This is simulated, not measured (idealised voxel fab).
Process module, titled voxel self aligned contacts
In the cross-section labelled cut, the width is 290 nm and each square cell is 5 nm.
Cross-section, as written here: a square-cell grid given band by band from the top down, where a band holds one or more rows of cells.
Top height, bottom height, nm. Materials left to right, width each, nm. Single material + "edge to edge" = fills band edge to edge. "blank" = empty.
A quick word on heights: they are counted from 0, and under that level the wafer as it came to us is one material throughout. The lowest band is different from the rest in having no bottom; it simply continues downward, written as in "from 0 down".
A two-number width, for instance "30->40", indicates that the width is equal to the first number in the top row of the band and to the second number in the bottom row, and that it changes by a constant amount per row of cells.
A step reported as "nothing different" is a step in which no cell of the cross-section changed.
Closed-off voids of 8+ cells (no open route to the top) go in "Enclosed void entries", written width x height at distance from the left edge, in nm.
The remark found on a step's line after its settings is issued by the simulator itself and pertains to that step.
A step line may carry the setting "overlay nm", which, for steps involving a mask, states the distance by which the mask lay to the right of its intended position; negative values denote displacement to the left.

### Set out below are the planned steps of the process
- 1: RECEIVE | material Si
- 2: CONFORMAL_DEP | material SiO2 | thk nm 5
- 3: DIRECTIONAL_DEP | material polySi | thk nm 25
- 4: DIRECTIONAL_DEP | material SiN | thk nm 25
- 5: PATTERN | tone cover | mask id GATE | material resist | width nm 25 | pitch nm 60 | thk nm 15 | overlay nm 0
- 6: DIRECTIONAL_ETCH | etch materials SiN | depth nm 25
- 7: DIRECTIONAL_ETCH | etch materials polySi | depth nm 25
- 8: STRIP | etch materials resist
- 9: CONFORMAL_DEP | material SiN | thk nm 10
- 10: DIRECTIONAL_ETCH | etch materials SiN | depth nm 10
- 11: FILL_DEP | material SiO2 | thk nm 15
- 12: CMP | height nm 65
- 13: DIRECTIONAL_DEP | material aC | thk nm 10
- 14: PATTERN | tone open | mask id CONTACT | material resist | width nm 45 | pitch nm 60 | thk nm 30 | overlay nm 0
- 15: DIRECTIONAL_ETCH | etch materials aC | depth nm 10
- 16: STRIP | etch materials resist
- 17: DIRECTIONAL_ETCH | etch materials SiO2 | depth nm 65
- 18: STRIP | etch materials aC
- 19: CONFORMAL_DEP | material TiN | thk nm 5
- 20: FILL_DEP | material W | thk nm 10
- 21: CMP | height nm 65
- 22: CONFORMAL_DEP | material SiCN | thk nm 5

### The first wafer of two, processed as planned

### Delivered wafer in cross-section: state after step 1
- from 0 down  Si edge to edge
- Enclosed void entries: none

### So this is the wafer cross-section right after step 2
- from 5 to 0  SiO2 edge to edge
- At heights below 0, the structure remains unaltered.

### So this is the wafer cross-section right after step 3
- from 30 to 5  polySi edge to edge
- At heights below 5, the structure remains unaltered.

### So this is the wafer cross-section right after step 4
- from 55 to 30  SiN edge to edge
- At heights below 30, the structure remains unaltered.

### So this is the wafer cross-section right after step 5
- from 70 to 55  blank 70; resist 25; blank 35; resist 25; blank 35; resist 25; blank 75
- At heights below 55, the structure remains unaltered.

### So this is the wafer cross-section right after step 6
- from 70 to 55  blank 70; resist 25; blank 35; resist 25; blank 35; resist 25; blank 75
- from 55 to 30  blank 70; SiN 25; blank 35; SiN 25; blank 35; SiN 25; blank 75
- At heights below 30, the structure remains unaltered.

### So this is the wafer cross-section right after step 7
- from 70 to 55  blank 70; resist 25; blank 35; resist 25; blank 35; resist 25; blank 75
- from 55 to 30  blank 70; SiN 25; blank 35; SiN 25; blank 35; SiN 25; blank 75
- from 30 to 5  blank 70; polySi 25; blank 35; polySi 25; blank 35; polySi 25; blank 75
- At heights below 5, the structure remains unaltered.

### So this is the wafer cross-section right after step 8
- from 55 to 30  blank 70; SiN 25; blank 35; SiN 25; blank 35; SiN 25; blank 75
- At heights below 30, the structure remains unaltered.

### So this is the wafer cross-section right after step 9
- from 65 to 30  blank 60; SiN 45; blank 15; SiN 45; blank 15; SiN 45; blank 65
- from 30 to 15  blank 60; SiN 10; polySi 25; SiN 10; blank 15; SiN 10; polySi 25; SiN 10; blank 15; SiN 10; polySi 25; SiN 10; blank 65
- from 15 to 5  SiN 70; polySi 25; SiN 35; polySi 25; SiN 35; polySi 25; SiN 75
- At heights below 5, the structure remains unaltered.

### So this is the wafer cross-section right after step 10
- from 55 to 30  blank 60; SiN 45; blank 15; SiN 45; blank 15; SiN 45; blank 65
- from 30 to 5  blank 60; SiN 10; polySi 25; SiN 10; blank 15; SiN 10; polySi 25; SiN 10; blank 15; SiN 10; polySi 25; SiN 10; blank 65
- At heights below 5, the structure remains unaltered.

### So this is the wafer cross-section right after step 11
- from 70 to 55  SiO2 edge to edge
- from 55 to 30  SiO2 60; SiN 45; SiO2 15; SiN 45; SiO2 15; SiN 45; SiO2 65
- from 30 to 5  SiO2 60; SiN 10; polySi 25; SiN 10; SiO2 15; SiN 10; polySi 25; SiN 10; SiO2 15; SiN 10; polySi 25; SiN 10; SiO2 65
- At heights below 5, the structure remains unaltered.

### So this is the wafer cross-section right after step 12
- from 65 to 55  SiO2 edge to edge
- At heights below 55, the structure remains unaltered.

### So this is the wafer cross-section right after step 13
- from 75 to 65  aC edge to edge
- At heights below 65, the structure remains unaltered.

### So this is the wafer cross-section right after step 14
- from 105 to 75  resist 90; blank 45; resist 15; blank 45; resist 95
- At heights below 75, the structure remains unaltered.

### So this is the wafer cross-section right after step 15
- from 95 to 75  resist 90; blank 45; resist 15; blank 45; resist 95
- from 75 to 65  aC 90; blank 45; aC 15; blank 45; aC 95
- At heights below 65, the structure remains unaltered.

### So this is the wafer cross-section right after step 16
- from 75 to 65  aC 90; blank 45; aC 15; blank 45; aC 95
- At heights below 65, the structure remains unaltered.

### So this is the wafer cross-section right after step 17
- from 75 to 65  aC 90; blank 45; aC 15; blank 45; aC 95
- from 65 to 55  SiO2 90; blank 45; SiO2 15; blank 45; SiO2 95
- from 55 to 30  SiO2 60; SiN 45; blank 15; SiN 45; blank 15; SiN 45; SiO2 65
- from 30 to 5  SiO2 60; SiN 10; polySi 25; SiN 10; blank 15; SiN 10; polySi 25; SiN 10; blank 15; SiN 10; polySi 25; SiN 10; SiO2 65
- from 5 to 0  SiO2 105; blank 15; SiO2 45; blank 15; SiO2 110
- At heights below 0, the structure remains unaltered.

### So this is the wafer cross-section right after step 18
- from 65 to 55  SiO2 90; blank 45; SiO2 15; blank 45; SiO2 95
- At heights below 55, the structure remains unaltered.

### So this is the wafer cross-section right after step 19
- from 70 to 65  TiN 95; blank 35; TiN 25; blank 35; TiN 100
- from 65 to 55  SiO2 90; TiN 5->20; blank 35->5; TiN 5->20; SiO2 15; TiN 5->20; blank 35->5; TiN 5->20; SiO2 95
- from 55 to 30  SiO2 60; SiN 45; TiN 5; blank 5; TiN 5; SiN 45; TiN 5; blank 5; TiN 5; SiN 45; SiO2 65
- from 30 to 5  SiO2 60; SiN 10; polySi 25; SiN 10; TiN 5; blank 5; TiN 5; SiN 10; polySi 25; SiN 10; TiN 5; blank 5; TiN 5; SiN 10; polySi 25; SiN 10; SiO2 65
- from 5 to 0  SiO2 105; TiN 15; SiO2 45; TiN 15; SiO2 110
- At heights below 0, the structure remains unaltered.

### So this is the wafer cross-section right after step 20
- from 80 to 70  W edge to edge
- from 70 to 65  TiN 95; W 35; TiN 25; W 35; TiN 100
- from 65 to 55  SiO2 90; TiN 5->20; W 35->5; TiN 5->20; SiO2 15; TiN 5->20; W 35->5; TiN 5->20; SiO2 95
- from 55 to 30  SiO2 60; SiN 45; TiN 5; W 5; TiN 5; SiN 45; TiN 5; W 5; TiN 5; SiN 45; SiO2 65
- from 30 to 5  SiO2 60; SiN 10; polySi 25; SiN 10; TiN 5; W 5; TiN 5; SiN 10; polySi 25; SiN 10; TiN 5; W 5; TiN 5; SiN 10; polySi 25; SiN 10; SiO2 65
- At heights below 5, the structure remains unaltered.

### So this is the wafer cross-section right after step 21
- from 65 to 55  SiO2 90; TiN 5->20; W 35->5; TiN 5->20; SiO2 15; TiN 5->20; W 35->5; TiN 5->20; SiO2 95
- At heights below 55, the structure remains unaltered.

### So this is the wafer cross-section right after step 22
- from 70 to 65  SiCN edge to edge
- At heights below 65, the structure remains unaltered.

### Second wafer. Start and plan as for the first. One mistake made in running. Agrees with the first up to and including step 13

### What the second wafer looks like in cross-section when step 14 should have wrapped up
- from 105 to 75  resist 100; blank 45; resist 15; blank 45; resist 85
- At heights below 75, the structure remains unaltered.

### What the second wafer looks like in cross-section when step 15 should have wrapped up
- from 95 to 75  resist 100; blank 45; resist 15; blank 45; resist 85
- from 75 to 65  aC 100; blank 45; aC 15; blank 45; aC 85
- At heights below 65, the structure remains unaltered.

### What the second wafer looks like in cross-section when step 16 should have wrapped up
- from 75 to 65  aC 100; blank 45; aC 15; blank 45; aC 85
- At heights below 65, the structure remains unaltered.

### What the second wafer looks like in cross-section when step 17 should have wrapped up
- from 75 to 65  aC 100; blank 45; aC 15; blank 45; aC 85
- from 65 to 55  SiO2 100; blank 45; SiO2 15; blank 45; SiO2 85
- from 55 to 30  SiO2 60; SiN 45; blank 15; SiN 45; blank 15; SiN 45; SiO2 65
- from 30 to 5  SiO2 60; SiN 10; polySi 25; SiN 10; blank 15; SiN 10; polySi 25; SiN 10; blank 15; SiN 10; polySi 25; SiN 10; SiO2 65
- from 5 to 0  SiO2 105; blank 15; SiO2 45; blank 15; SiO2 110
- At heights below 0, the structure remains unaltered.

### What the second wafer looks like in cross-section when step 18 should have wrapped up
- from 65 to 55  SiO2 100; blank 45; SiO2 15; blank 45; SiO2 85
- At heights below 55, the structure remains unaltered.

### What the second wafer looks like in cross-section when step 19 should have wrapped up
- from 70 to 65  TiN 105; blank 35; TiN 25; blank 35; TiN 90
- from 65 to 55  SiO2 100; TiN 5->10; blank 35->5; TiN 5->30; SiO2 15; TiN 5->10; blank 35->5; TiN 5->30; SiO2 85
- from 55 to 30  SiO2 60; SiN 45; TiN 5; blank 5; TiN 5; SiN 45; TiN 5; blank 5; TiN 5; SiN 45; SiO2 65
- from 30 to 5  SiO2 60; SiN 10; polySi 25; SiN 10; TiN 5; blank 5; TiN 5; SiN 10; polySi 25; SiN 10; TiN 5; blank 5; TiN 5; SiN 10; polySi 25; SiN 10; SiO2 65
- from 5 to 0  SiO2 105; TiN 15; SiO2 45; TiN 15; SiO2 110
- At heights below 0, the structure remains unaltered.

### What the second wafer looks like in cross-section when step 20 should have wrapped up
- from 80 to 70  W edge to edge
- from 70 to 65  TiN 105; W 35; TiN 25; W 35; TiN 90
- from 65 to 55  SiO2 100; TiN 5->10; W 35->5; TiN 5->30; SiO2 15; TiN 5->10; W 35->5; TiN 5->30; SiO2 85
- from 55 to 30  SiO2 60; SiN 45; TiN 5; W 5; TiN 5; SiN 45; TiN 5; W 5; TiN 5; SiN 45; SiO2 65
- from 30 to 5  SiO2 60; SiN 10; polySi 25; SiN 10; TiN 5; W 5; TiN 5; SiN 10; polySi 25; SiN 10; TiN 5; W 5; TiN 5; SiN 10; polySi 25; SiN 10; SiO2 65
- At heights below 5, the structure remains unaltered.

### What the second wafer looks like in cross-section when step 21 should have wrapped up
- from 65 to 55  SiO2 100; TiN 5->10; W 35->5; TiN 5->30; SiO2 15; TiN 5->10; W 35->5; TiN 5->30; SiO2 85
- At heights below 55, the structure remains unaltered.

### What the second wafer looks like in cross-section when step 22 should have wrapped up
- from 70 to 65  SiCN edge to edge
- At heights below 65, the structure remains unaltered.
what went wrong: in deviation from the planned setting, step 14 was conducted as PATTERN | tone open | mask id CONTACT | material resist | width nm 45 | pitch nm 60 | thk nm 30 | overlay nm 10
In the final comparison it is observed that the number of cells assigned to each material is identical for the two wafers, whereas their placement is not.
